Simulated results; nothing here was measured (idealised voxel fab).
process module | voxel wiring stack
cross-section cut | 240 nm wide | cells 5 nm
A cross-section is a grid of square cells, given in bands from the top down. A band is one or more rows of cells.
Each band's line starts with the height of the band's top and of its bottom, in nm. Then come its materials from left to right, each with its width in nm. One material with "throughout" fills the band from edge to edge. "air" is empty space.
Height 0 is the level under which the wafer as received is all one material. The lowest band goes on downwards, as in "0 down".
A width such as "30 to 40" changes by the same amount from each row of cells to the next, from the band's top row to its bottom row.
"no change" after a step means that no cell of the cross-section changed.
closed voids: empty space of 8 cells or more with no open way to the top, each as width x height at its distance from the left edge, in nm
after a step's settings: what the simulator itself notes on the step
overlay nm, on a step with a mask: how far to the right of its planned place the mask lay; to the left if negative
plan
1 op RECEIVE | material Si
2 op CONFORMAL_DEP | material SiO2 | thk nm 10
3 op DIRECTIONAL_DEP | material TiN | thk nm 5
4 op DIRECTIONAL_DEP | material Ru | thk nm 15
5 op PATTERN | tone cover | mask id METAL_1 | material resist | width nm 20 | pitch nm 45 | thk nm 20 | overlay nm 0
6 op DIRECTIONAL_ETCH | etch materials Ru | depth nm 15
7 op DIRECTIONAL_ETCH | etch materials TiN | depth nm 5
8 op STRIP | etch materials resist
9 op FILL_DEP | material SiO2 | thk nm 10
10 op CMP | height nm 30
11 op CONFORMAL_DEP | material SiCN | thk nm 5
12 op DIRECTIONAL_DEP | material SiO2 | thk nm 25
13 op PATTERN | tone open | mask id METAL_2_HOLES | material resist | width nm 15 | pitch nm 45 | thk nm 20 | overlay nm 0
14 op DIRECTIONAL_ETCH | etch materials SiO2 | depth nm 25
15 op STRIP | etch materials resist
16 op DIRECTIONAL_DEP | material aC | thk nm 15
17 op PATTERN | tone open | mask id METAL_2 | material resist | width nm 20 | pitch nm 45 | thk nm 35 | overlay nm 0
18 op DIRECTIONAL_ETCH | etch materials aC | depth nm 15
19 op STRIP | etch materials resist
20 op DIRECTIONAL_ETCH | etch materials SiO2 | depth nm 15
21 op DIRECTIONAL_ETCH | etch materials SiCN | depth nm 5
22 op STRIP | etch materials aC
23 op CONFORMAL_DEP | material TiN | thk nm 5
24 op FILL_DEP | material Cu | thk nm 10
25 op CMP | height nm 60
26 op CONFORMAL_DEP | material SiCN | thk nm 5
27 op DIRECTIONAL_DEP | material SiO2 | thk nm 15
28 op DIRECTIONAL_DEP | material aC | thk nm 10
29 op PATTERN | tone open | mask id PLUG_2 | material resist | width nm 15 | pitch nm 90 | thk nm 25 | overlay nm 0
30 op DIRECTIONAL_ETCH | etch materials aC | depth nm 10
31 op STRIP | etch materials resist
32 op DIRECTIONAL_ETCH | etch materials SiO2 | depth nm 15
33 op DIRECTIONAL_ETCH | etch materials SiCN | depth nm 5
34 op STRIP | etch materials aC
35 op CONFORMAL_DEP | material TiN | thk nm 5
36 op FILL_DEP | material Ru | thk nm 10
37 op CMP | height nm 80
38 op CONFORMAL_DEP | material SiN | thk nm 5
39 op DIRECTIONAL_DEP | material SiO2 | thk nm 15
40 op PATTERN | tone open | mask id METAL_3 | material resist | width nm 20 | pitch nm 45 | thk nm 20 | overlay nm 0
41 op DIRECTIONAL_ETCH | etch materials SiO2 | depth nm 15
42 op DIRECTIONAL_ETCH | etch materials SiN | depth nm 5
43 op STRIP | etch materials resist
44 op CONFORMAL_DEP | material TiN | thk nm 5
45 op FILL_DEP | material Ru | thk nm 10
46 op CMP | height nm 100
47 op EPI | material Ru | thk nm 5
48 op FILL_DEP | material SiCN | thk nm 5
as received, after step 1
  0 down: Si throughout
  closed voids: none
a wafer at the end: this start, this plan, one mistake
  110 to 105: SiCN throughout
  105 to 100: SiCN 35 | Ru 30 | SiCN 15 | Ru 30 | SiCN 15 | Ru 30 | SiCN 15 | Ru 30 | SiCN 40
  100 to 85: SiO2 40 | TiN 5 | Ru 10 | TiN 5 | SiO2 25 | TiN 5 | Ru 10 | TiN 5 | SiO2 25 | TiN 5 | Ru 10 | TiN 5 | SiO2 25 | TiN 5 | Ru 10 | TiN 5 | SiO2 45
  85 to 80: SiN 40 | TiN 20 | SiN 25 | TiN 20 | SiN 25 | TiN 20 | SiN 25 | TiN 20 | SiN 45
  80 to 65: SiO2 40 | TiN 5 | Ru 5 | TiN 5 | SiO2 75 | TiN 5 | Ru 5 | TiN 5 | SiO2 95
  65 to 60: SiCN 40 | TiN 15 | SiCN 75 | TiN 15 | SiCN 95
  60 to 50: SiO2 40 | TiN 5 | Cu 10 | TiN 5 | SiO2 25 | TiN 5 | Cu 10 | TiN 5 | SiO2 25 | TiN 5 | Cu 10 | TiN 5 | SiO2 25 | TiN 5 | Cu 10 | TiN 5 | SiO2 45
  50 to 45: SiO2 40 | TiN 5 | Cu 5 | TiN 10 | SiO2 25 | TiN 5 | Cu 5 | TiN 10 | SiO2 25 | TiN 5 | Cu 5 | TiN 10 | SiO2 25 | TiN 5 | Cu 5 | TiN 10 | SiO2 45
  45 to 35: SiO2 40 | TiN 5 | Cu 5 | TiN 5 | SiO2 30 | TiN 5 | Cu 5 | TiN 5 | SiO2 30 | TiN 5 | Cu 5 | TiN 5 | SiO2 30 | TiN 5 | Cu 5 | TiN 5 | SiO2 50
  35 to 30: SiCN 40 | TiN 15 | SiCN 30 | TiN 15 | SiCN 30 | TiN 15 | SiCN 30 | TiN 15 | SiCN 50
  30 to 25: SiO2 throughout
  25 to 15: SiO2 40 | Ru 20 | SiO2 25 | Ru 20 | SiO2 25 | Ru 20 | SiO2 25 | Ru 20 | SiO2 45
  15 to 10: SiO2 40 | TiN 20 | SiO2 25 | TiN 20 | SiO2 25 | TiN 20 | SiO2 25 | TiN 20 | SiO2 45
  10 to 0: SiO2 throughout
  0 down: Si throughout
  closed voids: none
what went wrong: step 4 ran as: op DIRECTIONAL_DEP | material Ru | thk nm 10
